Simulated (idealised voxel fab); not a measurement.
Process module heading - voxel fin reveal
cross-section cut | 245 nm wide | cells 5 nm
A cross-section is a grid of square cells, given in bands from the top down. A band is one or more rows of cells. First you get the band's top height and its bottom height, in nm, and then the materials it's made of, left to right, with each width in nm. If you see a single material with "full width", that one covers the band edge to edge. "blank" is empty space. It should be noted that heights are counted from 0, beneath which the wafer as supplied is of one material throughout, and that the lowest band possesses no lower boundary but continues downward, as written in "0 -> down". Width "30..40": first value at the band's top row of cells, second value at its bottom row, equal change from row to row. Step note "nothing different" = no cross-section cell changed. For the entry "Sealed internal voids", the listed items are empty spaces with no open way to the top whose size is 8 cells or more; each item follows the pattern width x height at distance, where distance is from the left edge and all three are in nm. Whatever follows a step's settings on its line is a remark the simulator itself makes about that step. The line of a step may include "overlay nm". On a step with a mask, this value is how far to the right of its planned place the mask lay. A negative value means the mask lay to the left.
Steps planned for the process
- 1: RECEIVE,material Si
- 2: CONFORMAL_DEP,material SiN,thk nm 10
- 3: PATTERN,tone cover,mask id FINS,material resist,width nm 15,pitch nm 40,thk nm 15,overlay nm 0
- 4: DIRECTIONAL_ETCH,etch materials SiN,depth nm 10
- 5: DIRECTIONAL_ETCH,etch materials Si,depth nm 40
- 6: STRIP,etch materials resist
- 7: OXIDIZE,depth nm 5
- 8: FILL_DEP,material SiO2,thk nm 10
- 9: CMP,height nm 10
- 10: SELECTIVE_ETCH,etch materials SiO2,depth nm 35
- 11: STRIP,etch materials SiN
- 12: CONFORMAL_DEP,material HfO2,thk nm 5
First of two wafers, with the run carried out as planned
Cross-section of the wafer at receipt, which is the condition after step 1
> 0 -> down: Si full width
> Sealed internal voids: none
Wafer section view after processing step 2
> 10 -> 0: SiN full width
> Under 0: no change, same as before.
Wafer section view after processing step 3
> 25 -> 10: blank 75; resist 15; blank 25; resist 15; blank 25; resist 15; blank 75
> Under 10: no change, same as before.
Wafer section view after processing step 4
> 25 -> 10: blank 75; resist 15; blank 25; resist 15; blank 25; resist 15; blank 75
> 10 -> 0: blank 75; SiN 15; blank 25; SiN 15; blank 25; SiN 15; blank 75
> Under 0: no change, same as before.
Wafer section view after processing step 5
> 25 -> 10: blank 75; resist 15; blank 25; resist 15; blank 25; resist 15; blank 75
> 10 -> 0: blank 75; SiN 15; blank 25; SiN 15; blank 25; SiN 15; blank 75
> 0 -> -40: blank 75; Si 15; blank 25; Si 15; blank 25; Si 15; blank 75
> Under -40: no change, same as before.
Wafer section view after processing step 6
> 10 -> 0: blank 75; SiN 15; blank 25; SiN 15; blank 25; SiN 15; blank 75
> Under 0: no change, same as before.
Wafer section view after processing step 7
> 10 -> 0: blank 75; SiN 15; blank 25; SiN 15; blank 25; SiN 15; blank 75
> 0 -> -40: blank 75; SiO2 5; Si 5; SiO2 5; blank 25; SiO2 5; Si 5; SiO2 5; blank 25; SiO2 5; Si 5; SiO2 5; blank 75
> -40 -> -45: SiO2 80; Si 5; SiO2 35; Si 5; SiO2 35; Si 5; SiO2 80
> Under -45: no change, same as before.
Wafer section view after processing step 8
> 20 -> 10: SiO2 full width
> 10 -> 0: SiO2 75; SiN 15; SiO2 25; SiN 15; SiO2 25; SiN 15; SiO2 75
> 0 -> -45: SiO2 80; Si 5; SiO2 35; Si 5; SiO2 35; Si 5; SiO2 80
> Under -45: no change, same as before.
Wafer section view after processing step 9
> 10 -> 0: SiO2 75; SiN 15; SiO2 25; SiN 15; SiO2 25; SiN 15; SiO2 75
> Under 0: no change, same as before.
Wafer section view after processing step 10
> 10 -> 0: blank 75; SiN 15; blank 25; SiN 15; blank 25; SiN 15; blank 75
> 0 -> -25: blank 80; Si 5; blank 35; Si 5; blank 35; Si 5; blank 80
> Under -25: no change, same as before.
Wafer section view after processing step 11
> 0 -> -25: blank 80; Si 5; blank 35; Si 5; blank 35; Si 5; blank 80
> Under -25: no change, same as before.
Wafer section view after processing step 12
> 5 -> 0: blank 75; HfO2 15; blank 25; HfO2 15; blank 25; HfO2 15; blank 75
> 0 -> -20: blank 75; HfO2 5; Si 5; HfO2 5; blank 25; HfO2 5; Si 5; HfO2 5; blank 25; HfO2 5; Si 5; HfO2 5; blank 75
> -20 -> -25: HfO2 80; Si 5; HfO2 35; Si 5; HfO2 35; Si 5; HfO2 80
> Under -25: no change, same as before.
Second wafer, same starting conditions and recipe as the first, one mistake in executing it, nothing differs from the first up to and including step 11
Cross-section of the second wafer at the time step 12 of the plan should have ended
> 5 -> 0: blank 75; SiN 15; blank 25; SiN 15; blank 25; SiN 15; blank 75
> 0 -> -20: blank 75; SiN 5; Si 5; SiN 5; blank 25; SiN 5; Si 5; SiN 5; blank 25; SiN 5; Si 5; SiN 5; blank 75
> -20 -> -25: SiN 80; Si 5; SiN 35; Si 5; SiN 35; Si 5; SiN 80
> Under -25: no change, same as before.
The mistake made against the process plan was this: step 12, actual vs plan mismatch, actual run CONFORMAL_DEP,material SiN,thk nm 5
Once processing is complete, comparing cell counts shows that the second wafer has more or fewer of certain materials than the first: 79 fewer of HfO2 | 79 more of SiN
